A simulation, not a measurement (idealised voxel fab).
Proc. module: voxel trench capacitor
The cross-section shown here is cut; it is 275 nm wide and divided into square cells measuring 5 nm on a side.
Cross-section layout: square cells on a grid; listed as bands, top to bottom; a band spans one or more cell rows. Read a band's entry like this: the first values are the height of its top and the height of its bottom in nm, and what follows is the sequence of materials from left to right, each with its width in nm. Note that "air" is empty space, and that a single material marked "throughout" reaches across the band from edge to edge. Height datum 0, below which the as-received substrate wafer is one material. Lowest band open at the bottom, running downward: "0 down". The width entry "30->40" should be interpreted row by row: the top row of cells in the band takes the first number, the bottom row takes the second number, and the change between adjacent rows is uniform throughout. Take "left unchanged" at face value: in the step it is given for, the cross-section changed in none of its cells. The list in "Trapped voids" covers empty spaces of 8 cells or more that cannot reach the top through any open way, and it gives each as width x height at distance; the distance is from the left edge, and width, height and distance are in nm. Heads up: the bit after the settings on a step's line is the simulator's remark on that step. If you see "overlay nm" on a step's line and that step has a mask, it's telling you how far right of where it was planned the mask ended up; a negative number means it went left instead.

plan:
1) op RECEIVE | material Si
2) op CONFORMAL_DEP | material SiN | thk nm 10
3) op DIRECTIONAL_DEP | material aC | thk nm 10
4) op PATTERN | tone open | mask id TRENCH | material resist | width nm 25 | pitch nm 45 | thk nm 30 | overlay nm 0
5) op DIRECTIONAL_ETCH | etch materials aC | depth nm 10
6) op STRIP | etch materials resist
7) op DIRECTIONAL_ETCH | etch materials SiN | depth nm 10
8) op DIRECTIONAL_ETCH | etch materials Si | depth nm 25
9) op STRIP | etch materials aC
10) op CONFORMAL_DEP | material HfO2 | thk nm 5
11) op CONFORMAL_DEP | material TiN | thk nm 5
12) op FILL_DEP | material W | thk nm 10
13) op CMP | height nm 10

Shown in cross-section is the wafer as received, that is, as it stands after step 1:
> 0 down  Si throughout
> Trapped voids: none

First of two wafers: cross-section at end of module, run per plan:
> 10 to 0  55 SiN, then 5 HfO2, then 5 TiN, then 5 W, then 5 TiN, then 5 HfO2, then 20 SiN, then 5 HfO2, then 5 TiN, then 5 W, then 5 TiN, then 5 HfO2, then 20 SiN, then 5 HfO2, then 5 TiN, then 5 W, then 5 TiN, then 5 HfO2, then 20 SiN, then 5 HfO2, then 5 TiN, then 5 W, then 5 TiN, then 5 HfO2, then 60 SiN
> 0 to -15  55 Si, then 5 HfO2, then 5 TiN, then 5 W, then 5 TiN, then 5 HfO2, then 20 Si, then 5 HfO2, then 5 TiN, then 5 W, then 5 TiN, then 5 HfO2, then 20 Si, then 5 HfO2, then 5 TiN, then 5 W, then 5 TiN, then 5 HfO2, then 20 Si, then 5 HfO2, then 5 TiN, then 5 W, then 5 TiN, then 5 HfO2, then 60 Si
> -15 to -20  55 Si, then 5 HfO2, then 15 TiN, then 5 HfO2, then 20 Si, then 5 HfO2, then 15 TiN, then 5 HfO2, then 20 Si, then 5 HfO2, then 15 TiN, then 5 HfO2, then 20 Si, then 5 HfO2, then 15 TiN, then 5 HfO2, then 60 Si
> -20 to -25  55 Si, then 25 HfO2, then 20 Si, then 25 HfO2, then 20 Si, then 25 HfO2, then 20 Si, then 25 HfO2, then 60 Si
> -25 down  Si throughout
> Trapped voids: none

Here is the second of the two wafers cut open at the end of the module - same start, same plan as the first one, but we made one mistake running it:
> 10 to 0  60 SiN, then 5 HfO2, then 10 TiN, then 5 HfO2, then 25 SiN, then 5 HfO2, then 10 TiN, then 5 HfO2, then 25 SiN, then 5 HfO2, then 10 TiN, then 5 HfO2, then 25 SiN, then 5 HfO2, then 10 TiN, then 5 HfO2, then 60 SiN
> 0 to -20  60 Si, then 5 HfO2, then 10 TiN, then 5 HfO2, then 25 Si, then 5 HfO2, then 10 TiN, then 5 HfO2, then 25 Si, then 5 HfO2, then 10 TiN, then 5 HfO2, then 25 Si, then 5 HfO2, then 10 TiN, then 5 HfO2, then 60 Si
> -20 to -25  60 Si, then 20 HfO2, then 25 Si, then 20 HfO2, then 25 Si, then 20 HfO2, then 25 Si, then 20 HfO2, then 60 Si
> -25 down  Si throughout
> Trapped voids: none
Processing error: step 4: run off-plan, actual operation and settings op PATTERN | tone open | mask id TRENCH | material resist | width nm 20 | pitch nm 45 | thk nm 30 | overlay nm 0
Final wafer comparison in cells, second versus first, more or fewer per material: 4 fewer of HfO2; 20 more of Si; 8 more of SiN; 4 fewer of TiN; 20 fewer of W
